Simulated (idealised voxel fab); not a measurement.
The following process module bears the name voxel transistor to metal.
In the cross-section labelled cut, the width is 160 nm and each square cell is 5 nm.
For the purposes of this document, a cross-section shall be understood as a grid of square cells, specified as bands listed in top-to-bottom order, each band consisting of one or more rows of cells. Each band's line starts with the height of the band's top and of its bottom, in nm. Then come its materials from left to right, each with its width in nm. One material with "all across" fills the band from edge to edge. "empty" is empty space. The reference from which all heights are counted is 0, the level beneath which the as-received wafer is entirely one material; the lowest band, having no lower bound, proceeds downward and is written after the example "0 and below". Quick explanation for "30..40": the width changes in equal steps down the rows of cells, from the first number in the band's top row to the second number in its bottom row. What does "nothing different" mean for a step? It means no cell of the cross-section changed in that step. "Trapped voids": sealed empty spaces, 8 cells or more, no open way to top, listed width x height at distance, with distance from the left edge and width, height and distance in nm. Note: text after step settings on the step line = simulator remark on that step. overlay nm: for a step with a mask, the amount by which the mask lay right of where it was planned; a negative amount means left of it.
This section lists the process steps that were planned:
1) RECEIVE: material Si
2) CONFORMAL_DEP: material SiO2, thk nm 5
3) CONFORMAL_DEP: material SiN, thk nm 10
4) MASKED_ETCH: tone cover, mask id ACTIVE, width nm 110, etch materials SiN, depth nm 10, overlay nm 0
5) MASKED_ETCH: tone cover, mask id ACTIVE, width nm 110, etch materials SiO2, depth nm 5, overlay nm 0
6) MASKED_ETCH: tone cover, mask id ACTIVE, width nm 110, etch materials Si, depth nm 35, overlay nm 0
7) OXIDIZE: depth nm 5
8) FILL_DEP: material SiO2, thk nm 5
9) CMP: height nm 15
10) SELECTIVE_ETCH: etch materials SiO2, depth nm 10
11) STRIP: etch materials SiN
12) SELECTIVE_ETCH: etch materials SiO2, depth nm 5
13) OXIDIZE: depth nm 5
14) DIRECTIONAL_DEP: material polySi, thk nm 20
15) DIRECTIONAL_DEP: material SiCN, thk nm 10
16) MASKED_ETCH: tone cover, mask id GATE, width nm 20, etch materials SiCN, depth nm 20, overlay nm 0
17) MASKED_ETCH: tone cover, mask id GATE, width nm 20, etch materials polySi, depth nm 30, overlay nm 0
18) CONFORMAL_DEP: material SiN, thk nm 10
19) DIRECTIONAL_ETCH: etch materials SiN, depth nm 10
20) DIRECTIONAL_ETCH: etch materials SiO2, depth nm 5
21) DIRECTIONAL_ETCH: etch materials Si, depth nm 10
22) EPI: material nSi, thk nm 10
23) FILL_DEP: material SiO2, thk nm 10
24) CMP: height nm 30
25) DIRECTIONAL_DEP: material SiO2, thk nm 15
26) MASKED_ETCH: tone open, mask id CONTACT, width nm 30, pitch nm 60, etch materials SiO2, depth nm 50, overlay nm 0
27) CONFORMAL_DEP: material TiN, thk nm 5
28) FILL_DEP: material W, thk nm 10
29) CMP: height nm 45
30) DIRECTIONAL_DEP: material TiN, thk nm 5
31) DIRECTIONAL_DEP: material W, thk nm 25
32) PATTERN: tone cover, mask id METAL_1, material resist, width nm 20, pitch nm 70, thk nm 15, overlay nm 0
33) DIRECTIONAL_ETCH: etch materials W, depth nm 25
34) DIRECTIONAL_ETCH: etch materials TiN, depth nm 5
35) STRIP: etch materials resist
36) CONFORMAL_DEP: material SiCN, thk nm 5
37) FILL_DEP: material SiO2, thk nm 5
38) CMP: height nm 75
39) CONFORMAL_DEP: material SiCN, thk nm 5
The first of a set of two wafers, run to plan:
As received (post step 1): cross-section:
  0 and below = Si all across
  Trapped voids: none
Take a look at the wafer's cross-section after step 2:
  5 down to 0 = SiO2 all across
  Below 0 it's all the same as before, nothing changed down there.
Take a look at the wafer's cross-section after step 3:
  15 down to 5 = SiN all across
  Below 5 it's all the same as before, nothing changed down there.
Take a look at the wafer's cross-section after step 4:
  15 down to 5 = empty=25, SiN=110, empty=25
  Below 5 it's all the same as before, nothing changed down there.
Take a look at the wafer's cross-section after step 5:
  15 down to 5 = empty=25, SiN=110, empty=25
  5 down to 0 = empty=25, SiO2=110, empty=25
  Below 0 it's all the same as before, nothing changed down there.
Take a look at the wafer's cross-section after step 6:
  15 down to 5 = empty=25, SiN=110, empty=25
  5 down to 0 = empty=25, SiO2=110, empty=25
  0 down to -35 = empty=25, Si=110, empty=25
  Below -35 it's all the same as before, nothing changed down there.
Take a look at the wafer's cross-section after step 7:
  15 down to 5 = empty=25, SiN=110, empty=25
  5 down to 0 = empty=25, SiO2=110, empty=25
  0 down to -35 = empty=25, SiO2=5, Si=100, SiO2=5, empty=25
  -35 down to -40 = SiO2=30, Si=100, SiO2=30
  Below -40 it's all the same as before, nothing changed down there.
Take a look at the wafer's cross-section after step 8:
  20 down to 15 = SiO2 all across
  15 down to 5 = SiO2=25, SiN=110, SiO2=25
  5 down to 0 = SiO2 all across
  0 down to -40 = SiO2=30, Si=100, SiO2=30
  Below -40 it's all the same as before, nothing changed down there.
Take a look at the wafer's cross-section after step 9:
  15 down to 5 = SiO2=25, SiN=110, SiO2=25
  Below 5 it's all the same as before, nothing changed down there.
Take a look at the wafer's cross-section after step 10:
  15 down to 5 = empty=25, SiN=110, empty=25
  Below 5 it's all the same as before, nothing changed down there.
Take a look at the wafer's cross-section after step 11:
  5 down to 0 = SiO2 all across
  Below 0 it's all the same as before, nothing changed down there.
Take a look at the wafer's cross-section after step 12:
  0 down to -40 = SiO2=30, Si=100, SiO2=30
  Below -40 it's all the same as before, nothing changed down there.
Take a look at the wafer's cross-section after step 13:
  0 down to -5 = SiO2 all across
  Below -5 it's all the same as before, nothing changed down there.
Take a look at the wafer's cross-section after step 14:
  20 down to 0 = polySi all across
  Below 0 it's all the same as before, nothing changed down there.
Take a look at the wafer's cross-section after step 15:
  30 down to 20 = SiCN all across
  Below 20 it's all the same as before, nothing changed down there.
Take a look at the wafer's cross-section after step 16:
  30 down to 20 = empty=70, SiCN=20, empty=70
  Below 20 it's all the same as before, nothing changed down there.
Take a look at the wafer's cross-section after step 17:
  30 down to 20 = empty=70, SiCN=20, empty=70
  20 down to 0 = empty=70, polySi=20, empty=70
  Below 0 it's all the same as before, nothing changed down there.
Take a look at the wafer's cross-section after step 18:
  40 down to 30 = empty=60, SiN=40, empty=60
  30 down to 20 = empty=60, SiN=10, SiCN=20, SiN=10, empty=60
  20 down to 10 = empty=60, SiN=10, polySi=20, SiN=10, empty=60
  10 down to 0 = SiN=70, polySi=20, SiN=70
  Below 0 it's all the same as before, nothing changed down there.
Take a look at the wafer's cross-section after step 19:
  30 down to 20 = empty=60, SiN=10, SiCN=20, SiN=10, empty=60
  20 down to 0 = empty=60, SiN=10, polySi=20, SiN=10, empty=60
  Below 0 it's all the same as before, nothing changed down there.
Take a look at the wafer's cross-section after step 20:
  30 down to 20 = empty=60, SiN=10, SiCN=20, SiN=10, empty=60
  20 down to 0 = empty=60, SiN=10, polySi=20, SiN=10, empty=60
  0 down to -5 = empty=60, SiO2=40, empty=60
  Below -5 it's all the same as before, nothing changed down there.
Take a look at the wafer's cross-section after step 21:
  30 down to 20 = empty=60, SiN=10, SiCN=20, SiN=10, empty=60
  20 down to 0 = empty=60, SiN=10, polySi=20, SiN=10, empty=60
  0 down to -5 = empty=60, SiO2=40, empty=60
  -5 down to -15 = SiO2=30, empty=30, Si=40, empty=30, SiO2=30
  Below -15 it's all the same as before, nothing changed down there.
Take a look at the wafer's cross-section after step 22:
  30 down to 20 = empty=60, SiN=10, SiCN=20, SiN=10, empty=60
  20 down to 5 = empty=60, SiN=10, polySi=20, SiN=10, empty=60
  5 down to 0 = empty=50, nSi=10, SiN=10, polySi=20, SiN=10, nSi=10, empty=50
  0 down to -5 = empty=50, nSi=10, SiO2=40, nSi=10, empty=50
  -5 down to -15 = SiO2=30, nSi=30, Si=40, nSi=30, SiO2=30
  Below -15 it's all the same as before, nothing changed down there.
Take a look at the wafer's cross-section after step 23:
  40 down to 30 = SiO2 all across
  30 down to 20 = SiO2=60, SiN=10, SiCN=20, SiN=10, SiO2=60
  20 down to 5 = SiO2=60, SiN=10, polySi=20, SiN=10, SiO2=60
  5 down to 0 = SiO2=50, nSi=10, SiN=10, polySi=20, SiN=10, nSi=10, SiO2=50
  0 down to -5 = SiO2=50, nSi=10, SiO2=40, nSi=10, SiO2=50
  Below -5 it's all the same as before, nothing changed down there.
Take a look at the wafer's cross-section after step 24:
  30 down to 20 = SiO2=60, SiN=10, SiCN=20, SiN=10, SiO2=60
  Below 20 it's all the same as before, nothing changed down there.
Take a look at the wafer's cross-section after step 25:
  45 down to 30 = SiO2 all across
  Below 30 it's all the same as before, nothing changed down there.
Take a look at the wafer's cross-section after step 26:
  45 down to 30 = SiO2=35, empty=30, SiO2=30, empty=30, SiO2=35
  30 down to 20 = SiO2=35, empty=25, SiN=10, SiCN=20, SiN=10, empty=25, SiO2=35
  20 down to 5 = SiO2=35, empty=25, SiN=10, polySi=20, SiN=10, empty=25, SiO2=35
  5 down to 0 = SiO2=35, empty=15, nSi=10, SiN=10, polySi=20, SiN=10, nSi=10, empty=15, SiO2=35
  0 down to -5 = SiO2=35, empty=15, nSi=10, SiO2=40, nSi=10, empty=15, SiO2=35
  Below -5 it's all the same as before, nothing changed down there.
Take a look at the wafer's cross-section after step 27:
  50 down to 45 = TiN=40, empty=20, TiN=40, empty=20, TiN=40
  45 down to 35 = SiO2=35, TiN=5, empty=20, TiN=5, SiO2=30, TiN=5, empty=20, TiN=5, SiO2=35
  35 down to 30 = SiO2=35, TiN=5, empty=15, TiN=10, SiO2=30, TiN=10, empty=15, TiN=5, SiO2=35
  30 down to 20 = SiO2=35, TiN=5, empty=15, TiN=5, SiN=10, SiCN=20, SiN=10, TiN=5, empty=15, TiN=5, SiO2=35
  20 down to 10 = SiO2=35, TiN=5, empty=15, TiN=5, SiN=10, polySi=20, SiN=10, TiN=5, empty=15, TiN=5, SiO2=35
  10 down to 5 = SiO2=35, TiN=5, empty=5, TiN=15, SiN=10, polySi=20, SiN=10, TiN=15, empty=5, TiN=5, SiO2=35
  5 down to 0 = SiO2=35, TiN=5, empty=5, TiN=5, nSi=10, SiN=10, polySi=20, SiN=10, nSi=10, TiN=5, empty=5, TiN=5, SiO2=35
  0 down to -5 = SiO2=35, TiN=15, nSi=10, SiO2=40, nSi=10, TiN=15, SiO2=35
  Below -5 it's all the same as before, nothing changed down there.
Take a look at the wafer's cross-section after step 28:
  60 down to 50 = W all across
  50 down to 45 = TiN=40, W=20, TiN=40, W=20, TiN=40
  45 down to 35 = SiO2=35, TiN=5, W=20, TiN=5, SiO2=30, TiN=5, W=20, TiN=5, SiO2=35
  35 down to 30 = SiO2=35, TiN=5, W=15, TiN=10, SiO2=30, TiN=10, W=15, TiN=5, SiO2=35
  30 down to 20 = SiO2=35, TiN=5, W=15, TiN=5, SiN=10, SiCN=20, SiN=10, TiN=5, W=15, TiN=5, SiO2=35
  20 down to 10 = SiO2=35, TiN=5, W=15, TiN=5, SiN=10, polySi=20, SiN=10, TiN=5, W=15, TiN=5, SiO2=35
  10 down to 5 = SiO2=35, TiN=5, W=5, TiN=15, SiN=10, polySi=20, SiN=10, TiN=15, W=5, TiN=5, SiO2=35
  5 down to 0 = SiO2=35, TiN=5, W=5, TiN=5, nSi=10, SiN=10, polySi=20, SiN=10, nSi=10, TiN=5, W=5, TiN=5, SiO2=35
  Below 0 it's all the same as before, nothing changed down there.
Take a look at the wafer's cross-section after step 29:
  45 down to 35 = SiO2=35, TiN=5, W=20, TiN=5, SiO2=30, TiN=5, W=20, TiN=5, SiO2=35
  Below 35 it's all the same as before, nothing changed down there.
Take a look at the wafer's cross-section after step 30:
  50 down to 45 = TiN all across
  Below 45 it's all the same as before, nothing changed down there.
Take a look at the wafer's cross-section after step 31:
  75 down to 50 = W all across
  Below 50 it's all the same as before, nothing changed down there.
Take a look at the wafer's cross-section after step 32:
  90 down to 75 = empty=35, resist=20, empty=50, resist=20, empty=35
  Below 75 it's all the same as before, nothing changed down there.
Take a look at the wafer's cross-section after step 33:
  90 down to 75 = empty=35, resist=20, empty=50, resist=20, empty=35
  75 down to 50 = empty=35, W=20, empty=50, W=20, empty=35
  Below 50 it's all the same as before, nothing changed down there.
Take a look at the wafer's cross-section after step 34:
  90 down to 75 = empty=35, resist=20, empty=50, resist=20, empty=35
  75 down to 50 = empty=35, W=20, empty=50, W=20, empty=35
  50 down to 45 = empty=35, TiN=20, empty=50, TiN=20, empty=35
  Below 45 it's all the same as before, nothing changed down there.
Take a look at the wafer's cross-section after step 35:
  75 down to 50 = empty=35, W=20, empty=50, W=20, empty=35
  Below 50 it's all the same as before, nothing changed down there.
Take a look at the wafer's cross-section after step 36:
  80 down to 75 = empty=30, SiCN=30, empty=40, SiCN=30, empty=30
  75 down to 50 = empty=30, SiCN=5, W=20, SiCN=5, empty=40, SiCN=5, W=20, SiCN=5, empty=30
  50 down to 45 = SiCN=35, TiN=20, SiCN=50, TiN=20, SiCN=35
  Below 45 it's all the same as before, nothing changed down there.
Take a look at the wafer's cross-section after step 37:
  85 down to 80 = SiO2 all across
  80 down to 75 = SiO2=30, SiCN=30, SiO2=40, SiCN=30, SiO2=30
  75 down to 50 = SiO2=30, SiCN=5, W=20, SiCN=5, SiO2=40, SiCN=5, W=20, SiCN=5, SiO2=30
  Below 50 it's all the same as before, nothing changed down there.
Take a look at the wafer's cross-section after step 38:
  75 down to 50 = SiO2=30, SiCN=5, W=20, SiCN=5, SiO2=40, SiCN=5, W=20, SiCN=5, SiO2=30
  Below 50 it's all the same as before, nothing changed down there.
Take a look at the wafer's cross-section after step 39:
  80 down to 75 = SiCN all across
  Below 75 it's all the same as before, nothing changed down there.
Wafer two: like wafer one in start and plan, but with one mistake in execution; identical up to and including step 25:
Cross-section, second wafer, at the end time the plan gives for step 26:
  45 down to 30 = SiO2=30, empty=40, SiO2=20, empty=40, SiO2=30
  30 down to 20 = SiO2=30, empty=30, SiN=10, SiCN=20, SiN=10, empty=30, SiO2=30
  20 down to 5 = SiO2=30, empty=30, SiN=10, polySi=20, SiN=10, empty=30, SiO2=30
  5 down to 0 = SiO2=30, empty=20, nSi=10, SiN=10, polySi=20, SiN=10, nSi=10, empty=20, SiO2=30
  0 down to -5 = SiO2=30, empty=20, nSi=10, SiO2=40, nSi=10, empty=20, SiO2=30
  Below -5 it's all the same as before, nothing changed down there.
Cross-section, second wafer, at the end time the plan gives for step 27:
  50 down to 45 = TiN=35, empty=30, TiN=30, empty=30, TiN=35
  45 down to 35 = SiO2=30, TiN=5, empty=30, TiN=5, SiO2=20, TiN=5, empty=30, TiN=5, SiO2=30
  35 down to 30 = SiO2=30, TiN=5, empty=20, TiN=15, SiO2=20, TiN=15, empty=20, TiN=5, SiO2=30
  30 down to 20 = SiO2=30, TiN=5, empty=20, TiN=5, SiN=10, SiCN=20, SiN=10, TiN=5, empty=20, TiN=5, SiO2=30
  20 down to 10 = SiO2=30, TiN=5, empty=20, TiN=5, SiN=10, polySi=20, SiN=10, TiN=5, empty=20, TiN=5, SiO2=30
  10 down to 5 = SiO2=30, TiN=5, empty=10, TiN=15, SiN=10, polySi=20, SiN=10, TiN=15, empty=10, TiN=5, SiO2=30
  5 down to 0 = SiO2=30, TiN=5, empty=10, TiN=5, nSi=10, SiN=10, polySi=20, SiN=10, nSi=10, TiN=5, empty=10, TiN=5, SiO2=30
  0 down to -5 = SiO2=30, TiN=20, nSi=10, SiO2=40, nSi=10, TiN=20, SiO2=30
  Below -5 it's all the same as before, nothing changed down there.
Cross-section, second wafer, at the end time the plan gives for step 28:
  60 down to 50 = W all across
  50 down to 45 = TiN=35, W=30, TiN=30, W=30, TiN=35
  45 down to 35 = SiO2=30, TiN=5, W=30, TiN=5, SiO2=20, TiN=5, W=30, TiN=5, SiO2=30
  35 down to 30 = SiO2=30, TiN=5, W=20, TiN=15, SiO2=20, TiN=15, W=20, TiN=5, SiO2=30
  30 down to 20 = SiO2=30, TiN=5, W=20, TiN=5, SiN=10, SiCN=20, SiN=10, TiN=5, W=20, TiN=5, SiO2=30
  20 down to 10 = SiO2=30, TiN=5, W=20, TiN=5, SiN=10, polySi=20, SiN=10, TiN=5, W=20, TiN=5, SiO2=30
  10 down to 5 = SiO2=30, TiN=5, W=10, TiN=15, SiN=10, polySi=20, SiN=10, TiN=15, W=10, TiN=5, SiO2=30
  5 down to 0 = SiO2=30, TiN=5, W=10, TiN=5, nSi=10, SiN=10, polySi=20, SiN=10, nSi=10, TiN=5, W=10, TiN=5, SiO2=30
  Below 0 it's all the same as before, nothing changed down there.
Cross-section, second wafer, at the end time the plan gives for step 29:
  45 down to 35 = SiO2=30, TiN=5, W=30, TiN=5, SiO2=20, TiN=5, W=30, TiN=5, SiO2=30
  Below 35 it's all the same as before, nothing changed down there.
Cross-section, second wafer, at the end time the plan gives for step 30:
  50 down to 45 = TiN all across
  Below 45 it's all the same as before, nothing changed down there.
Cross-section, second wafer, at the end time the plan gives for step 31:
  75 down to 50 = W all across
  Below 50 it's all the same as before, nothing changed down there.
Cross-section, second wafer, at the end time the plan gives for step 32:
  90 down to 75 = empty=35, resist=20, empty=50, resist=20, empty=35
  Below 75 it's all the same as before, nothing changed down there.
Cross-section, second wafer, at the end time the plan gives for step 33:
  90 down to 75 = empty=35, resist=20, empty=50, resist=20, empty=35
  75 down to 50 = empty=35, W=20, empty=50, W=20, empty=35
  Below 50 it's all the same as before, nothing changed down there.
Cross-section, second wafer, at the end time the plan gives for step 34:
  90 down to 75 = empty=35, resist=20, empty=50, resist=20, empty=35
  75 down to 50 = empty=35, W=20, empty=50, W=20, empty=35
  50 down to 45 = empty=35, TiN=20, empty=50, TiN=20, empty=35
  Below 45 it's all the same as before, nothing changed down there.
Cross-section, second wafer, at the end time the plan gives for step 35:
  75 down to 50 = empty=35, W=20, empty=50, W=20, empty=35
  Below 50 it's all the same as before, nothing changed down there.
Cross-section, second wafer, at the end time the plan gives for step 36:
  80 down to 75 = empty=30, SiCN=30, empty=40, SiCN=30, empty=30
  75 down to 50 = empty=30, SiCN=5, W=20, SiCN=5, empty=40, SiCN=5, W=20, SiCN=5, empty=30
  50 down to 45 = SiCN=35, TiN=20, SiCN=50, TiN=20, SiCN=35
  Below 45 it's all the same as before, nothing changed down there.
Cross-section, second wafer, at the end time the plan gives for step 37:
  85 down to 80 = SiO2 all across
  80 down to 75 = SiO2=30, SiCN=30, SiO2=40, SiCN=30, SiO2=30
  75 down to 50 = SiO2=30, SiCN=5, W=20, SiCN=5, SiO2=40, SiCN=5, W=20, SiCN=5, SiO2=30
  Below 50 it's all the same as before, nothing changed down there.
Cross-section, second wafer, at the end time the plan gives for step 38:
  75 down to 50 = SiO2=30, SiCN=5, W=20, SiCN=5, SiO2=40, SiCN=5, W=20, SiCN=5, SiO2=30
  Below 50 it's all the same as before, nothing changed down there.
Cross-section, second wafer, at the end time the plan gives for step 39:
  80 down to 75 = SiCN all across
  Below 75 it's all the same as before, nothing changed down there.
Plan not followed: it should be noted that step 26 was executed with settings other than those planned, the operation and settings actually applied being MASKED_ETCH: tone open, mask id CONTACT, width nm 40, pitch nm 60, etch materials SiO2, depth nm 50, overlay nm 0
Wrapping up, a cell-based count of both wafers puts the second over or under the first for these materials: SiO2: 26 fewer; TiN: 4 more; W: 22 more
